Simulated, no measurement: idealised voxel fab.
Process module under the name voxel transistor to metal
cross-section cut | 175 nm wide | cells 5 nm
Just so we're on the same page, the cross-sections are grids of square cells, and they're listed out in bands top to bottom, each band one or more rows deep.
It is stipulated that each band's entry specify, in nanometres, the height of the top of the band and then that of its bottom, followed by the materials of the band in left-to-right sequence, each together with its width in nanometres. A single material marked by the word "everywhere" is understood to fill the band from edge to edge; the word "air" is understood to denote empty space.
For the purposes of this specification, 0 denotes the height below which the wafer in its as-received condition is composed wholly of one material, and the lowermost band, lacking a lower limit, extends downward without end, as expressed in "z 0 and below".
A width such as "30..40" changes by the same amount from each row of cells to the next, from the band's top row to its bottom row.
The designation "same as before", where it is given for a processing step, indicates that no cell of the cross-section was altered in the course of that step.
Empty spaces counting at least 8 cells and having no open way to the top are listed in "Completely enclosed voids". The notation width x height at distance is used for each, the distance being from the left edge and all three values in nm.
That trailing text on a step's line, after the settings, is the simulator's own remark on the step.
The setting "overlay nm" may be written on the line of a step. When the step uses a mask, the value reports how far to the right of the planned place the mask lay, and a negative value reports that it lay to the left.

-- Listed below are the process steps as planned
- 1: RECEIVE,material Si
- 2: OXIDIZE,depth nm 5
- 3: CONFORMAL_DEP,material SiN,thk nm 10
- 4: DIRECTIONAL_DEP,material aC,thk nm 10
- 5: PATTERN,tone cover,mask id ACTIVE,material resist,width nm 105,thk nm 30,overlay nm 0
- 6: DIRECTIONAL_ETCH,etch materials aC,depth nm 10
- 7: STRIP,etch materials resist
- 8: DIRECTIONAL_ETCH,etch materials SiN,depth nm 10
- 9: DIRECTIONAL_ETCH,etch materials SiO2,depth nm 5
- 10: DIRECTIONAL_ETCH,etch materials Si,depth nm 25
- 11: STRIP,etch materials aC
- 12: FILL_DEP,material SiO2,thk nm 15
- 13: CMP,height nm 10
- 14: SELECTIVE_ETCH,etch materials SiO2,depth nm 5
- 15: STRIP,etch materials SiN
- 16: SELECTIVE_ETCH,etch materials SiO2,depth nm 5
- 17: OXIDIZE,depth nm 5
- 18: DIRECTIONAL_DEP,material polySi,thk nm 30
- 19: DIRECTIONAL_DEP,material SiCN,thk nm 15
- 20: PATTERN,tone cover,mask id GATE,material resist,width nm 15,thk nm 20,overlay nm 0
- 21: DIRECTIONAL_ETCH,etch materials SiCN,depth nm 25
- 22: DIRECTIONAL_ETCH,etch materials polySi,depth nm 40
- 23: STRIP,etch materials resist
- 24: CONFORMAL_DEP,material SiO2,thk nm 5
- 25: DIRECTIONAL_ETCH,etch materials SiO2,depth nm 5
- 26: CONFORMAL_DEP,material SiN,thk nm 10
- 27: DIRECTIONAL_ETCH,etch materials SiN,depth nm 10
- 28: DIRECTIONAL_ETCH,etch materials SiO2,depth nm 5
- 29: DIRECTIONAL_ETCH,etch materials Si,depth nm 15
- 30: EPI,material pSi,thk nm 20
- 31: FILL_DEP,material SiO2,thk nm 5
- 32: CMP,height nm 40
- 33: DIRECTIONAL_DEP,material SiO2,thk nm 15
- 34: PATTERN,tone open,mask id CONTACT,material resist,width nm 15,pitch nm 65,thk nm 20,overlay nm 0
- 35: DIRECTIONAL_ETCH,etch materials SiO2,depth nm 45
- 36: STRIP,etch materials resist
- 37: CONFORMAL_DEP,material TiN,thk nm 5
- 38: FILL_DEP,material Ru,thk nm 5
- 39: CMP,height nm 55
- 40: DIRECTIONAL_DEP,material TiN,thk nm 5
- 41: DIRECTIONAL_DEP,material Ru,thk nm 25
- 42: PATTERN,tone cover,mask id METAL_1,material resist,width nm 20,pitch nm 65,thk nm 20,overlay nm 0
- 43: DIRECTIONAL_ETCH,etch materials Ru,depth nm 25
- 44: DIRECTIONAL_ETCH,etch materials TiN,depth nm 5
- 45: STRIP,etch materials resist
- 46: FILL_DEP,material SiO2,thk nm 5
- 47: CMP,height nm 85
- 48: CONFORMAL_DEP,material SiN,thk nm 5
All wafers enter the flow in the same state. The width nm at step 34 differs from wafer to wafer, and the plan gives the value for the first wafer.

-- Sectional view: first of several wafers, as received, after step 1
z 0 and below | Si everywhere
Completely enclosed voids: none

-- Take any row and you have a wafer at the end of the module: how many cells of each material it has gained (+) or lost (-) since it was received, and then its closed voids
width nm 15; +56 Ru; -150 Si; +9 SiCN; +75 SiN; +512 SiO2; +46 TiN; +64 pSi; +18 polySi; Completely enclosed voids: none
width nm 20; +72 Ru; -150 Si; +9 SiCN; +75 SiN; +494 SiO2; +48 TiN; +64 pSi; +18 polySi; Completely enclosed voids: none
width nm 25; +82 Ru; -150 Si; +9 SiCN; +75 SiN; +482 SiO2; +50 TiN; +64 pSi; +18 polySi; Completely enclosed voids: none
width nm 30; +92 Ru; -150 Si; +9 SiCN; +75 SiN; +470 SiO2; +52 TiN; +64 pSi; +18 polySi; Completely enclosed voids: none
width nm 35; +102 Ru; -150 Si; +9 SiCN; +75 SiN; +458 SiO2; +54 TiN; +64 pSi; +18 polySi; Completely enclosed voids: none
